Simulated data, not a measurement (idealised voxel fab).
Herein follows the process module entitled voxel fin reveal.
Shown is cross-section cut, with a width of 240 nm and square cells of size 5 nm.
For the purposes of this document, a cross-section shall be understood as a grid of square cells, specified as bands listed in top-to-bottom order, each band consisting of one or more rows of cells.
Top height, bottom height, nm. Materials left to right, width each, nm. Single material + "edge to edge" = fills band edge to edge. "blank" = empty.
Zero point of the height axis is 0; under it, received wafer = one material. Lowest band: continues down indefinitely, "top 0, no bottom".
Note: "30->40" means the width goes from the first number (top row of the band) to the second number (bottom row) in equal steps per row of cells.
"same as before" -> step changed no cross-section cell.
Voids not open to the top, 8 cells minimum: see "Closed cavities". Written width x height at distance; distance is from the left edge; nm.
Post-settings text on a step line: simulator's own remark regarding the step.
If you see "overlay nm" on a step's line and that step has a mask, it's telling you how far right of where it was planned the mask ended up; a negative number means it went left instead.

BELOW IS THE LIST OF PLANNED PROCESS STEPS
1: RECEIVE | material Si
2: CONFORMAL_DEP | material SiN | thk nm 5
3: MASKED_ETCH | tone cover | mask id FINS | width nm 15 | pitch nm 45 | etch materials SiN | depth nm 5 | overlay nm 0
4: MASKED_ETCH | tone cover | mask id FINS | width nm 15 | pitch nm 45 | etch materials Si | depth nm 35 | overlay nm 0
5: OXIDIZE | depth nm 5
6: FILL_DEP | material SiO2 | thk nm 10
7: CMP | height nm 5
8: SELECTIVE_ETCH | etch materials SiO2 | depth nm 15
9: STRIP | etch materials SiN

SO THIS IS THE INCOMING WAFER IN CROSS-SECTION - IT'S ALREADY BEEN THROUGH STEP 1
	top 0, no bottom: Si edge to edge
	Closed cavities: none

CROSS-SECTION, FIRST OF TWO WAFERS, END OF MODULE, RUN AS PLANNED
	top 0, bottom -10: blank (50)  Si (5)  blank (40)  Si (5)  blank (40)  Si (5)  blank (40)  Si (5)  blank (50)
	top -10, bottom -40: SiO2 (50)  Si (5)  SiO2 (40)  Si (5)  SiO2 (40)  Si (5)  SiO2 (40)  Si (5)  SiO2 (50)
	top -40, no bottom: Si edge to edge
	Closed cavities: none

CROSS-SECTION, WAFER TWO OF TWO, END OF MODULE: SAME START AND PLAN AS WAFER ONE, ONE ERROR IN EXECUTION
	top 0, bottom -10: blank (45)  Si (15)  blank (30)  Si (15)  blank (30)  Si (15)  blank (30)  Si (15)  blank (45)
	top -10, bottom -40: SiO2 (45)  Si (15)  SiO2 (30)  Si (15)  SiO2 (30)  Si (15)  SiO2 (30)  Si (15)  SiO2 (45)
	top -40, no bottom: Si edge to edge
	Closed cavities: none
In executing the process, a mistake was made relative to the plan: so step 3 ended up running with a different setting than we planned, it ran as MASKED_ETCH | tone cover | mask id FINS | width nm 25 | pitch nm 45 | etch materials SiN | depth nm 5 | overlay nm 0
Heads up, by the end the second wafer has more or fewer cells of some materials compared to the first: Si: 64 more; SiO2: 48 fewer
